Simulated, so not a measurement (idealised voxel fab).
This is a process module. Its name is voxel double patterning.
In the cross-section labelled cut, the width is 160 nm and each square cell is 5 nm.
Cross-sections here: square-cell grids, written as top-down lists of bands, a band being one or more rows of cells. First you get the band's top height and its bottom height, in nm, and then the materials it's made of, left to right, with each width in nm. If you see a single material with "edge to edge", that one covers the band edge to edge. "blank" is empty space. It should be noted that heights are counted from 0, beneath which the wafer as supplied is of one material throughout, and that the lowest band possesses no lower boundary but continues downward, as written in "0 -> down". So if you see something like "30->40" for the width, read it as the top row of the band sitting at the first number and the bottom row at the second, with every row in between moving by the same amount as the last. For the purposes of this document, the phrase "no modification" attached to a step denotes that no cell within the cross-section was modified by that step. In the "Voids, fully enclosed" entry, you get each enclosed empty space of 8 cells or more, one with no open way to the top, written width x height at distance, distance from the left edge, in nm. Post-settings text on a step line: simulator's own remark regarding the step. On any step carrying a mask, the "overlay nm" setting, if present on the step's line, tells how far right of its planned place the mask lay; negative values point to the left. Each pair of cross-sections that follows straddles one process step: the one shows the state before the step, the other the state after it, down to the lowest band that changed and no further. The step in question, and its settings, are given under the pair. Note that a pair is not necessarily a continuation of the pair above it, since pairs can come from different runs of this module on the same starting wafer; it is a continuation only where its entry headed "Pre-process cross-section" says so.
Pre-process cross-section:
	0 -> down | Si edge to edge
	Voids, fully enclosed: none
Post-Step Section View:
	10 -> 0 | SiO2 edge to edge
	Below a height of 0, the structure has not been altered.
	Voids, fully enclosed: none
The transition between the preceding cross-sections is accomplished by CONFORMAL_DEP,material SiO2,thk nm 10
Pre-process cross-section: this step begins from the cross-section that the pair just above shows after its step.
Post-Step Section View:
	30 -> 10 | W edge to edge
	Below a height of 10, the structure has not been altered.
	Voids, fully enclosed: none
The transition between the preceding cross-sections is accomplished by DIRECTIONAL_DEP,material W,thk nm 20
Pre-process cross-section: this step begins from the cross-section that the pair just above shows after its step.
Post-Step Section View:
	35 -> 30 | SiCN edge to edge
	Below a height of 30, the structure has not been altered.
	Voids, fully enclosed: none
The transition between the preceding cross-sections is accomplished by DIRECTIONAL_DEP,material SiCN,thk nm 5
Pre-process cross-section: this step begins from the cross-section that the pair just above shows after its step.
Post-Step Section View:
	35 -> 30 | SiCN 20, then blank 15, then SiCN 35, then blank 15, then SiCN 35, then blank 15, then SiCN 25
	Below a height of 30, the structure has not been altered.
	Voids, fully enclosed: none
The transition between the preceding cross-sections is accomplished by MASKED_ETCH,tone open,mask id FIRST,width nm 15,pitch nm 50,etch materials SiCN,depth nm 5,overlay nm 0
Pre-process cross-section: this step begins from the cross-section that the pair just above shows after its step.
Post-Step Section View:
	35 -> 30 | SiCN 20, then blank 15, then SiCN 10, then blank 15, then SiCN 10, then blank 15, then SiCN 10, then blank 15, then SiCN 10, then blank 15, then SiCN 25
	Below a height of 30, the structure has not been altered.
	Voids, fully enclosed: none
The transition between the preceding cross-sections is accomplished by MASKED_ETCH,tone open,mask id SECOND,width nm 15,pitch nm 50,etch materials SiCN,depth nm 5,overlay nm 0
Pre-process cross-section: this step begins from the cross-section that the pair just above shows after its step.
Post-Step Section View:
	35 -> 30 | SiCN 20, then blank 15, then SiCN 10, then blank 15, then SiCN 10, then blank 15, then SiCN 10, then blank 15, then SiCN 10, then blank 15, then SiCN 25
	30 -> 10 | W 20, then blank 15, then W 10, then blank 15, then W 10, then blank 15, then W 10, then blank 15, then W 10, then blank 15, then W 25
	Below a height of 10, the structure has not been altered.
	Voids, fully enclosed: none
The transition between the preceding cross-sections is accomplished by DIRECTIONAL_ETCH,etch materials W,depth nm 20
Pre-process cross-section: this step begins from the cross-section that the pair just above shows after its step.
Post-Step Section View:
	30 -> 10 | W 20, then blank 15, then W 10, then blank 15, then W 10, then blank 15, then W 10, then blank 15, then W 10, then blank 15, then W 25
	Below a height of 10, the structure has not been altered.
	Voids, fully enclosed: none
The transition between the preceding cross-sections is accomplished by STRIP,etch materials SiCN
Pre-process cross-section:
	30 -> 10 | W edge to edge
	10 -> 0 | SiO2 edge to edge
	0 -> down | Si edge to edge
	Voids, fully enclosed: none
Post-Step Section View:
	50 -> 10 | W edge to edge
	Below a height of 10, the structure has not been altered.
	Voids, fully enclosed: none
The transition between the preceding cross-sections is accomplished by DIRECTIONAL_DEP,material W,thk nm 20
Pre-process cross-section: this step begins from the cross-section that the pair just above shows after its step.
Post-Step Section View:
	55 -> 50 | SiCN edge to edge
	Below a height of 50, the structure has not been altered.
	Voids, fully enclosed: none
The transition between the preceding cross-sections is accomplished by DIRECTIONAL_DEP,material SiCN,thk nm 5
Pre-process cross-section: this step begins from the cross-section that the pair just above shows after its step.
Post-Step Section View:
	55 -> 50 | SiCN 20, then blank 15, then SiCN 35, then blank 15, then SiCN 35, then blank 15, then SiCN 25
	Below a height of 50, the structure has not been altered.
	Voids, fully enclosed: none
The transition between the preceding cross-sections is accomplished by MASKED_ETCH,tone open,mask id FIRST,width nm 15,pitch nm 50,etch materials SiCN,depth nm 5,overlay nm 0
Pre-process cross-section: this step begins from the cross-section that the pair just above shows after its step.
Post-Step Section View:
	55 -> 50 | SiCN 20, then blank 15, then SiCN 10, then blank 15, then SiCN 10, then blank 15, then SiCN 10, then blank 15, then SiCN 10, then blank 15, then SiCN 25
	Below a height of 50, the structure has not been altered.
	Voids, fully enclosed: none
The transition between the preceding cross-sections is accomplished by MASKED_ETCH,tone open,mask id SECOND,width nm 15,pitch nm 50,etch materials SiCN,depth nm 5,overlay nm 0
Pre-process cross-section: this step begins from the cross-section that the pair just above shows after its step.
Post-Step Section View:
	55 -> 50 | SiCN 20, then blank 15, then SiCN 10, then blank 15, then SiCN 10, then blank 15, then SiCN 10, then blank 15, then SiCN 10, then blank 15, then SiCN 25
	50 -> 30 | W 20, then blank 15, then W 10, then blank 15, then W 10, then blank 15, then W 10, then blank 15, then W 10, then blank 15, then W 25
	Below a height of 30, the structure has not been altered.
	Voids, fully enclosed: none
The transition between the preceding cross-sections is accomplished by DIRECTIONAL_ETCH,etch materials W,depth nm 20
Pre-process cross-section: this step begins from the cross-section that the pair just above shows after its step.
Post-Step Section View:
	50 -> 30 | W 20, then blank 15, then W 10, then blank 15, then W 10, then blank 15, then W 10, then blank 15, then W 10, then blank 15, then W 25
	Below a height of 30, the structure has not been altered.
	Voids, fully enclosed: none
The transition between the preceding cross-sections is accomplished by STRIP,etch materials SiCN
Pre-process cross-section:
	0 -> down | Si edge to edge
	Voids, fully enclosed: none
Post-Step Section View:
	20 -> 0 | W edge to edge
	Below a height of 0, the structure has not been altered.
	Voids, fully enclosed: none
The transition between the preceding cross-sections is accomplished by DIRECTIONAL_DEP,material W,thk nm 20
Pre-process cross-section: this step begins from the cross-section that the pair just above shows after its step.
Post-Step Section View:
	30 -> 20 | SiO2 edge to edge
	Below a height of 20, the structure has not been altered.
	Voids, fully enclosed: none
The transition between the preceding cross-sections is accomplished by CONFORMAL_DEP,material SiO2,thk nm 10
Pre-process cross-section: this step begins from the cross-section that the pair just above shows after its step.
Post-Step Section View:
	35 -> 30 | SiCN edge to edge
	Below a height of 30, the structure has not been altered.
	Voids, fully enclosed: none
The transition between the preceding cross-sections is accomplished by DIRECTIONAL_DEP,material SiCN,thk nm 5
Pre-process cross-section: this step begins from the cross-section that the pair just above shows after its step.
Post-Step Section View:
	35 -> 30 | SiCN 20, then blank 15, then SiCN 35, then blank 15, then SiCN 35, then blank 15, then SiCN 25
	Below a height of 30, the structure has not been altered.
	Voids, fully enclosed: none
The transition between the preceding cross-sections is accomplished by MASKED_ETCH,tone open,mask id FIRST,width nm 15,pitch nm 50,etch materials SiCN,depth nm 5,overlay nm 0
Pre-process cross-section: this step begins from the cross-section that the pair just above shows after its step.
Post-Step Section View:
	35 -> 30 | SiCN 20, then blank 15, then SiCN 10, then blank 15, then SiCN 10, then blank 15, then SiCN 10, then blank 15, then SiCN 10, then blank 15, then SiCN 25
	Below a height of 30, the structure has not been altered.
	Voids, fully enclosed: none
The transition between the preceding cross-sections is accomplished by MASKED_ETCH,tone open,mask id SECOND,width nm 15,pitch nm 50,etch materials SiCN,depth nm 5,overlay nm 0
Pre-process cross-section: this step begins from the cross-section that the pair just above shows after its step.
Post-Step Section View:
	30 -> 20 | SiO2 edge to edge
	Below a height of 20, the structure has not been altered.
	Voids, fully enclosed: none
The transition between the preceding cross-sections is accomplished by STRIP,etch materials SiCN
Pre-process cross-section:
	10 -> 0 | SiO2 edge to edge
	0 -> down | Si edge to edge
	Voids, fully enclosed: none
Post-Step Section View:
	35 -> 10 | W edge to edge
	Below a height of 10, the structure has not been altered.
	Voids, fully enclosed: none
The transition between the preceding cross-sections is accomplished by DIRECTIONAL_DEP,material W,thk nm 25
Pre-process cross-section: this step begins from the cross-section that the pair just above shows after its step.
Post-Step Section View:
	40 -> 35 | SiCN edge to edge
	Below a height of 35, the structure has not been altered.
	Voids, fully enclosed: none
The transition between the preceding cross-sections is accomplished by DIRECTIONAL_DEP,material SiCN,thk nm 5
Pre-process cross-section: this step begins from the cross-section that the pair just above shows after its step.
Post-Step Section View:
	40 -> 35 | SiCN 20, then blank 15, then SiCN 35, then blank 15, then SiCN 35, then blank 15, then SiCN 25
	Below a height of 35, the structure has not been altered.
	Voids, fully enclosed: none
The transition between the preceding cross-sections is accomplished by MASKED_ETCH,tone open,mask id FIRST,width nm 15,pitch nm 50,etch materials SiCN,depth nm 5,overlay nm 0
Pre-process cross-section: this step begins from the cross-section that the pair just above shows after its step.
Post-Step Section View:
	40 -> 35 | SiCN 20, then blank 15, then SiCN 10, then blank 15, then SiCN 10, then blank 15, then SiCN 10, then blank 15, then SiCN 10, then blank 15, then SiCN 25
	Below a height of 35, the structure has not been altered.
	Voids, fully enclosed: none
The transition between the preceding cross-sections is accomplished by MASKED_ETCH,tone open,mask id SECOND,width nm 15,pitch nm 50,etch materials SiCN,depth nm 5,overlay nm 0
Pre-process cross-section: this step begins from the cross-section that the pair just above shows after its step.
Post-Step Section View:
	40 -> 35 | SiCN 20, then blank 15, then SiCN 10, then blank 15, then SiCN 10, then blank 15, then SiCN 10, then blank 15, then SiCN 10, then blank 15, then SiCN 25
	35 -> 15 | W 20, then blank 15, then W 10, then blank 15, then W 10, then blank 15, then W 10, then blank 15, then W 10, then blank 15, then W 25
	Below a height of 15, the structure has not been altered.
	Voids, fully enclosed: none
The transition between the preceding cross-sections is accomplished by DIRECTIONAL_ETCH,etch materials W,depth nm 20
Pre-process cross-section: this step begins from the cross-section that the pair just above shows after its step.
Post-Step Section View:
	35 -> 15 | W 20, then blank 15, then W 10, then blank 15, then W 10, then blank 15, then W 10, then blank 15, then W 10, then blank 15, then W 25
	Below a height of 15, the structure has not been altered.
	Voids, fully enclosed: none
The transition between the preceding cross-sections is accomplished by STRIP,etch materials SiCN
Pre-process cross-section:
	35 -> 30 | SiCN 20, then blank 15, then SiCN 35, then blank 15, then SiCN 35, then blank 15, then SiCN 25
	30 -> 10 | W edge to edge
	10 -> 0 | SiO2 edge to edge
	0 -> down | Si edge to edge
	Voids, fully enclosed: none
Post-Step Section View:
	35 -> 30 | SiCN 20, then blank 15, then SiCN 10, then blank 20, then SiCN 5, then blank 15, then SiCN 10, then blank 20, then SiCN 5, then blank 15, then SiCN 25
	Below a height of 30, the structure has not been altered.
	Voids, fully enclosed: none
The transition between the preceding cross-sections is accomplished by MASKED_ETCH,tone open,mask id SECOND,width nm 20,pitch nm 50,etch materials SiCN,depth nm 5,overlay nm 0
Pre-process cross-section: this step begins from the cross-section that the pair just above shows after its step.
Post-Step Section View:
	35 -> 30 | SiCN 20, then blank 15, then SiCN 10, then blank 20, then SiCN 5, then blank 15, then SiCN 10, then blank 20, then SiCN 5, then blank 15, then SiCN 25
	30 -> 10 | W 20, then blank 15, then W 10, then blank 20, then W 5, then blank 15, then W 10, then blank 20, then W 5, then blank 15, then W 25
	Below a height of 10, the structure has not been altered.
	Voids, fully enclosed: none
The transition between the preceding cross-sections is accomplished by DIRECTIONAL_ETCH,etch materials W,depth nm 20
Pre-process cross-section: this step begins from the cross-section that the pair just above shows after its step.
Post-Step Section View:
	30 -> 10 | W 20, then blank 15, then W 10, then blank 20, then W 5, then blank 15, then W 10, then blank 20, then W 5, then blank 15, then W 25
	Below a height of 10, the structure has not been altered.
	Voids, fully enclosed: none
The transition between the preceding cross-sections is accomplished by STRIP,etch materials SiCN
Pre-process cross-section:
	35 -> 30 | SiCN edge to edge
	30 -> 10 | W edge to edge
	10 -> 0 | SiO2 edge to edge
	0 -> down | Si edge to edge
	Voids, fully enclosed: none
Post-Step Section View:
	35 -> 30 | SiCN 15, then blank 15, then SiCN 35, then blank 15, then SiCN 35, then blank 15, then SiCN 30
	Below a height of 30, the structure has not been altered.
	Voids, fully enclosed: none
The transition between the preceding cross-sections is accomplished by MASKED_ETCH,tone open,mask id FIRST,width nm 15,pitch nm 50,etch materials SiCN,depth nm 5,overlay nm -5
Pre-process cross-section: this step begins from the cross-section that the pair just above shows after its step.
Post-Step Section View:
	35 -> 30 | SiCN 15, then blank 15, then SiCN 15, then blank 15, then SiCN 5, then blank 15, then SiCN 15, then blank 15, then SiCN 5, then blank 15, then SiCN 30
	Below a height of 30, the structure has not been altered.
	Voids, fully enclosed: none
The transition between the preceding cross-sections is accomplished by MASKED_ETCH,tone open,mask id SECOND,width nm 15,pitch nm 50,etch materials SiCN,depth nm 5,overlay nm 0
Pre-process cross-section: this step begins from the cross-section that the pair just above shows after its step.
Post-Step Section View:
	35 -> 30 | SiCN 15, then blank 15, then SiCN 15, then blank 15, then SiCN 5, then blank 15, then SiCN 15, then blank 15, then SiCN 5, then blank 15, then SiCN 30
	30 -> 10 | W 15, then blank 15, then W 15, then blank 15, then W 5, then blank 15, then W 15, then blank 15, then W 5, then blank 15, then W 30
	Below a height of 10, the structure has not been altered.
	Voids, fully enclosed: none
The transition between the preceding cross-sections is accomplished by DIRECTIONAL_ETCH,etch materials W,depth nm 20
Pre-process cross-section: this step begins from the cross-section that the pair just above shows after its step.
Post-Step Section View:
	30 -> 10 | W 15, then blank 15, then W 15, then blank 15, then W 5, then blank 15, then W 15, then blank 15, then W 5, then blank 15, then W 30
	Below a height of 10, the structure has not been altered.
	Voids, fully enclosed: none
The transition between the preceding cross-sections is accomplished by STRIP,etch materials SiCN
Pre-process cross-section:
	10 -> 0 | SiO2 edge to edge
	0 -> down | Si edge to edge
	Voids, fully enclosed: none
Post-Step Section View:
	30 -> 0 | SiO2 edge to edge
	Below a height of 0, the structure has not been altered.
	Voids, fully enclosed: none
The transition between the preceding cross-sections is accomplished by DIRECTIONAL_DEP,material SiO2,thk nm 20
Pre-process cross-section: this step begins from the cross-section that the pair just above shows after its step.
Post-Step Section View:
	35 -> 30 | SiCN edge to edge
	Below a height of 30, the structure has not been altered.
	Voids, fully enclosed: none
The transition between the preceding cross-sections is accomplished by DIRECTIONAL_DEP,material SiCN,thk nm 5
Pre-process cross-section: this step begins from the cross-section that the pair just above shows after its step.
Post-Step Section View:
	35 -> 30 | SiCN 20, then blank 15, then SiCN 35, then blank 15, then SiCN 35, then blank 15, then SiCN 25
	Below a height of 30, the structure has not been altered.
	Voids, fully enclosed: none
The transition between the preceding cross-sections is accomplished by MASKED_ETCH,tone open,mask id FIRST,width nm 15,pitch nm 50,etch materials SiCN,depth nm 5,overlay nm 0
Pre-process cross-section: this step begins from the cross-section that the pair just above shows after its step.
Post-Step Section View:
	35 -> 30 | SiCN 20, then blank 15, then SiCN 10, then blank 15, then SiCN 10, then blank 15, then SiCN 10, then blank 15, then SiCN 10, then blank 15, then SiCN 25
	Below a height of 30, the structure has not been altered.
	Voids, fully enclosed: none
The transition between the preceding cross-sections is accomplished by MASKED_ETCH,tone open,mask id SECOND,width nm 15,pitch nm 50,etch materials SiCN,depth nm 5,overlay nm 0
Pre-process cross-section: this step begins from the cross-section that the pair just above shows after its step.
Post-Step Section View:
	30 -> 0 | SiO2 edge to edge
	Below a height of 0, the structure has not been altered.
	Voids, fully enclosed: none
The transition between the preceding cross-sections is accomplished by STRIP,etch materials SiCN
Pre-process cross-section:
	35 -> 30 | SiCN edge to edge
	30 -> 10 | W edge to edge
	10 -> 0 | SiO2 edge to edge
	0 -> down | Si edge to edge
	Voids, fully enclosed: none
Post-Step Section View:
	35 -> 30 | blank 20, then SiCN 15, then blank 35, then SiCN 15, then blank 35, then SiCN 15, then blank 25
	Below a height of 30, the structure has not been altered.
	Voids, fully enclosed: none
The transition between the preceding cross-sections is accomplished by MASKED_ETCH,tone cover,mask id FIRST,width nm 15,pitch nm 50,etch materials SiCN,depth nm 5,overlay nm 0
Pre-process cross-section: this step begins from the cross-section that the pair just above shows after its step.
Post-Step Section View:
	35 -> 30 | blank 20, then SiCN 15, then blank 35, then SiCN 15, then blank 35, then SiCN 15, then blank 25
	30 -> 10 | blank 20, then W 15, then blank 35, then W 15, then blank 35, then W 15, then blank 25
	Below a height of 10, the structure has not been altered.
	Voids, fully enclosed: none
The transition between the preceding cross-sections is accomplished by DIRECTIONAL_ETCH,etch materials W,depth nm 20
Pre-process cross-section: this step begins from the cross-section that the pair just above shows after its step.
Post-Step Section View:
	30 -> 10 | blank 20, then W 15, then blank 35, then W 15, then blank 35, then W 15, then blank 25
	Below a height of 10, the structure has not been altered.
	Voids, fully enclosed: none
The transition between the preceding cross-sections is accomplished by STRIP,etch materials SiCN
